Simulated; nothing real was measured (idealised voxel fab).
Process module name: voxel fin reveal
Xsec cut, 235 nm wide, square cell size 5 nm.
Cross-section = grid of square cells, listed top down in bands; band = one or more rows.
A band entry consists of two parts. The first gives the height of the band's top and the height of its bottom, in nm. The rest lists the band's materials from left to right, each with its width in nm. A single material labelled with the word "all across" fills the band from edge to edge, and the word "empty" marks empty space.
For the purposes of this specification, 0 denotes the height below which the wafer in its as-received condition is composed wholly of one material, and the lowermost band, lacking a lower limit, extends downward without end, as expressed in "z 0 and below".
It should be noted that a width expressed as "30->40" varies in equal increments from row to row of cells within the band, taking the value of the first number at the top row and that of the second number at the bottom row.
What does "no change" mean for a step? It means no cell of the cross-section changed in that step.
In "Trapped cavities" the enclosed voids are listed, meaning empty spaces of 8 cells or larger without any opening to the top. The form is width x height at distance, distance from the left edge, units nm.
Past the settings on a step's line: simulator remark, on that step.
overlay nm: mask offset rightward from planned place, masked step; negative means leftward offset.
## Process steps (planned)
1,RECEIVE, material Si
2,CONFORMAL_DEP, material SiN, thk nm 5
3,PATTERN, tone cover, mask id FINS, material resist, width nm 15, pitch nm 40, thk nm 20, overlay nm 0
4,DIRECTIONAL_ETCH, etch materials SiN, depth nm 5
5,DIRECTIONAL_ETCH, etch materials Si, depth nm 35
6,STRIP, etch materials resist
7,OXIDIZE, depth nm 5
8,FILL_DEP, material SiO2, thk nm 5
9,CMP, height nm 5
10,SELECTIVE_ETCH, etch materials SiO2, depth nm 15
11,STRIP, etch materials SiN
12,CONFORMAL_DEP, material SiO2, thk nm 5
The thk nm used in step 12 is not the same on every wafer, whereas the starting condition is; the value printed in the plan is the first wafer's.
## Cross-sectional view of the first of several wafers in the as-received condition, corresponding to the state following step 1
z 0 and below = Si all across
Trapped cavities: none
## What follows is a table in which each wafer occupies a row; for the wafer as it stands at the close of the module, the row states, material by material, how many cells have been gained (+) or lost (-) since receipt, and then gives its closed voids
thk nm 5 | -344 Si | +321 SiO2 | Trapped cavities: none
thk nm 10 | -344 Si | +384 SiO2 | Trapped cavities: none
thk nm 15 | -344 Si | +447 SiO2 | Trapped cavities: none
thk nm 20 | -344 Si | +504 SiO2 | Trapped cavities: none
